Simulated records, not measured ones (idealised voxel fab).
Process module, titled voxel double patterning
220 nm wide, 5 nm square cells: that's cross-section cut.
How to read a cross-section here: the picture is a grid of square cells, written as bands going from the top down, and any band can span one or more rows of cells.
For a band, the entry starts with two heights in nm, that of the top and then that of the bottom, and carries on with the band's materials in order from left to right, each alongside its width in nm; the word "all across" beside a single material means it fills the band edge to edge, and "empty" means empty space.
Height is counted from the level 0, under which the received wafer is composed throughout of one material. The lowest of the bands is not closed at the bottom but continues downward, in the notation "0 nm and below".
Width: "30..40" (first number = top row, second number = bottom row, same change from row to row of cells).
Given "left unchanged" for a step, no cell of the cross-section differs between before and after that step.
The entry titled "Catalogued sealed voids" provides the empty spaces that have no open way to the top, restricted to those of 8 cells or more. Each is presented as width x height at distance, the distance being measured from the left edge, with all three in nm.
Post-settings text on a step line: simulator's own remark regarding the step.
If you see "overlay nm" on a step's line and that step has a mask, it's telling you how far right of where it was planned the mask ended up; a negative number means it went left instead.

Intended process steps
1 RECEIVE with material Si
2 CONFORMAL_DEP with material SiO2, thk nm 10
3 DIRECTIONAL_DEP with material TiN, thk nm 20
4 DIRECTIONAL_DEP with material SiCN, thk nm 5
5 MASKED_ETCH with tone open, mask id FIRST, width nm 15, pitch nm 50, etch materials SiCN, depth nm 5, overlay nm 0
6 DIRECTIONAL_DEP with material aC, thk nm 15
7 PATTERN with tone open, mask id SECOND, material resist, width nm 15, pitch nm 50, thk nm 35, overlay nm 0
8 DIRECTIONAL_ETCH with etch materials aC, depth nm 15
9 STRIP with etch materials resist
10 DIRECTIONAL_ETCH with etch materials SiCN, depth nm 5
11 STRIP with etch materials aC
12 DIRECTIONAL_ETCH with etch materials TiN, depth nm 20
13 STRIP with etch materials SiCN

Below: the first of two wafers, run as planned

Cross-section of the incoming wafer, state after step 1
	0 nm and below  Si all across
	Catalogued sealed voids: none

Take a look at the wafer's cross-section after step 2
	10 nm to 0 nm  SiO2 all across
	Below 0 it's all the same as before, nothing changed down there.

Take a look at the wafer's cross-section after step 3
	30 nm to 10 nm  TiN all across
	Below 10 it's all the same as before, nothing changed down there.

Take a look at the wafer's cross-section after step 4
	35 nm to 30 nm  SiCN all across
	Below 30 it's all the same as before, nothing changed down there.

Take a look at the wafer's cross-section after step 5
	35 nm to 30 nm  SiCN: 50 | empty: 15 | SiCN: 35 | empty: 15 | SiCN: 35 | empty: 15 | SiCN: 55
	Below 30 it's all the same as before, nothing changed down there.

Take a look at the wafer's cross-section after step 6
	50 nm to 45 nm  aC: 50 | empty: 15 | aC: 35 | empty: 15 | aC: 35 | empty: 15 | aC: 55
	45 nm to 35 nm  aC all across
	35 nm to 30 nm  SiCN: 50 | aC: 15 | SiCN: 35 | aC: 15 | SiCN: 35 | aC: 15 | SiCN: 55
	Below 30 it's all the same as before, nothing changed down there.

Take a look at the wafer's cross-section after step 7
	85 nm to 50 nm  resist: 75 | empty: 15 | resist: 35 | empty: 15 | resist: 80
	50 nm to 45 nm  aC: 50 | resist: 15 | aC: 35 | resist: 15 | aC: 35 | resist: 15 | aC: 55
	Below 45 it's all the same as before, nothing changed down there.

Take a look at the wafer's cross-section after step 8
	70 nm to 50 nm  resist: 75 | empty: 15 | resist: 35 | empty: 15 | resist: 80
	50 nm to 45 nm  aC: 50 | resist: 15 | aC: 10 | empty: 15 | aC: 10 | resist: 15 | aC: 10 | empty: 15 | aC: 10 | resist: 15 | aC: 55
	45 nm to 35 nm  aC: 75 | empty: 15 | aC: 35 | empty: 15 | aC: 80
	Below 35 it's all the same as before, nothing changed down there.

Take a look at the wafer's cross-section after step 9
	50 nm to 45 nm  aC: 50 | empty: 15 | aC: 10 | empty: 15 | aC: 10 | empty: 15 | aC: 10 | empty: 15 | aC: 10 | empty: 15 | aC: 55
	Below 45 it's all the same as before, nothing changed down there.

Take a look at the wafer's cross-section after step 10
	50 nm to 45 nm  aC: 50 | empty: 15 | aC: 10 | empty: 15 | aC: 10 | empty: 15 | aC: 10 | empty: 15 | aC: 10 | empty: 15 | aC: 55
	45 nm to 35 nm  aC: 75 | empty: 15 | aC: 35 | empty: 15 | aC: 80
	35 nm to 30 nm  SiCN: 50 | aC: 15 | SiCN: 10 | empty: 15 | SiCN: 10 | aC: 15 | SiCN: 10 | empty: 15 | SiCN: 10 | aC: 15 | SiCN: 55
	Below 30 it's all the same as before, nothing changed down there.

Take a look at the wafer's cross-section after step 11
	35 nm to 30 nm  SiCN: 50 | empty: 15 | SiCN: 10 | empty: 15 | SiCN: 10 | empty: 15 | SiCN: 10 | empty: 15 | SiCN: 10 | empty: 15 | SiCN: 55
	Below 30 it's all the same as before, nothing changed down there.

Take a look at the wafer's cross-section after step 12
	35 nm to 30 nm  SiCN: 50 | empty: 15 | SiCN: 10 | empty: 15 | SiCN: 10 | empty: 15 | SiCN: 10 | empty: 15 | SiCN: 10 | empty: 15 | SiCN: 55
	30 nm to 10 nm  TiN: 50 | empty: 15 | TiN: 10 | empty: 15 | TiN: 10 | empty: 15 | TiN: 10 | empty: 15 | TiN: 10 | empty: 15 | TiN: 55
	Below 10 it's all the same as before, nothing changed down there.

Take a look at the wafer's cross-section after step 13
	30 nm to 10 nm  TiN: 50 | empty: 15 | TiN: 10 | empty: 15 | TiN: 10 | empty: 15 | TiN: 10 | empty: 15 | TiN: 10 | empty: 15 | TiN: 55
	Below 10 it's all the same as before, nothing changed down there.

What follows concerns the second wafer, which started out like the first and was meant to follow the very same plan; one mistake crept in when it was run, but everything up to and including step 1 is the same as for the first wafer

Second wafer: cross-section at the scheduled end of step 2
	10 nm to 0 nm  TiN all across
	Below 0 it's all the same as before, nothing changed down there.

Second wafer: cross-section at the scheduled end of step 3
	30 nm to 0 nm  TiN all across
	Below 0 it's all the same as before, nothing changed down there.

Second wafer: cross-section at the scheduled end of step 4
	35 nm to 30 nm  SiCN all across
	Below 30 it's all the same as before, nothing changed down there.

Second wafer: cross-section at the scheduled end of step 5
	35 nm to 30 nm  SiCN: 50 | empty: 15 | SiCN: 35 | empty: 15 | SiCN: 35 | empty: 15 | SiCN: 55
	Below 30 it's all the same as before, nothing changed down there.

Second wafer: cross-section at the scheduled end of step 6
	50 nm to 45 nm  aC: 50 | empty: 15 | aC: 35 | empty: 15 | aC: 35 | empty: 15 | aC: 55
	45 nm to 35 nm  aC all across
	35 nm to 30 nm  SiCN: 50 | aC: 15 | SiCN: 35 | aC: 15 | SiCN: 35 | aC: 15 | SiCN: 55
	Below 30 it's all the same as before, nothing changed down there.

Second wafer: cross-section at the scheduled end of step 7
	85 nm to 50 nm  resist: 75 | empty: 15 | resist: 35 | empty: 15 | resist: 80
	50 nm to 45 nm  aC: 50 | resist: 15 | aC: 35 | resist: 15 | aC: 35 | resist: 15 | aC: 55
	Below 45 it's all the same as before, nothing changed down there.

Second wafer: cross-section at the scheduled end of step 8
	70 nm to 50 nm  resist: 75 | empty: 15 | resist: 35 | empty: 15 | resist: 80
	50 nm to 45 nm  aC: 50 | resist: 15 | aC: 10 | empty: 15 | aC: 10 | resist: 15 | aC: 10 | empty: 15 | aC: 10 | resist: 15 | aC: 55
	45 nm to 35 nm  aC: 75 | empty: 15 | aC: 35 | empty: 15 | aC: 80
	Below 35 it's all the same as before, nothing changed down there.

Second wafer: cross-section at the scheduled end of step 9
	50 nm to 45 nm  aC: 50 | empty: 15 | aC: 10 | empty: 15 | aC: 10 | empty: 15 | aC: 10 | empty: 15 | aC: 10 | empty: 15 | aC: 55
	Below 45 it's all the same as before, nothing changed down there.

Second wafer: cross-section at the scheduled end of step 10
	50 nm to 45 nm  aC: 50 | empty: 15 | aC: 10 | empty: 15 | aC: 10 | empty: 15 | aC: 10 | empty: 15 | aC: 10 | empty: 15 | aC: 55
	45 nm to 35 nm  aC: 75 | empty: 15 | aC: 35 | empty: 15 | aC: 80
	35 nm to 30 nm  SiCN: 50 | aC: 15 | SiCN: 10 | empty: 15 | SiCN: 10 | aC: 15 | SiCN: 10 | empty: 15 | SiCN: 10 | aC: 15 | SiCN: 55
	Below 30 it's all the same as before, nothing changed down there.

Second wafer: cross-section at the scheduled end of step 11
	35 nm to 30 nm  SiCN: 50 | empty: 15 | SiCN: 10 | empty: 15 | SiCN: 10 | empty: 15 | SiCN: 10 | empty: 15 | SiCN: 10 | empty: 15 | SiCN: 55
	Below 30 it's all the same as before, nothing changed down there.

Second wafer: cross-section at the scheduled end of step 12
	35 nm to 30 nm  SiCN: 50 | empty: 15 | SiCN: 10 | empty: 15 | SiCN: 10 | empty: 15 | SiCN: 10 | empty: 15 | SiCN: 10 | empty: 15 | SiCN: 55
	30 nm to 10 nm  TiN: 50 | empty: 15 | TiN: 10 | empty: 15 | TiN: 10 | empty: 15 | TiN: 10 | empty: 15 | TiN: 10 | empty: 15 | TiN: 55
	Below 10 it's all the same as before, nothing changed down there.

Second wafer: cross-section at the scheduled end of step 13
	30 nm to 10 nm  TiN: 50 | empty: 15 | TiN: 10 | empty: 15 | TiN: 10 | empty: 15 | TiN: 10 | empty: 15 | TiN: 10 | empty: 15 | TiN: 55
	Below 10 it's all the same as before, nothing changed down there.
Nonconformance to the process plan: step 2 was run on a setting that differed from the plan, and what really ran there is CONFORMAL_DEP with material TiN, thk nm 10
End of process, cell counts, second wafer against first, materials with more or fewer: SiO2 -88; TiN +88
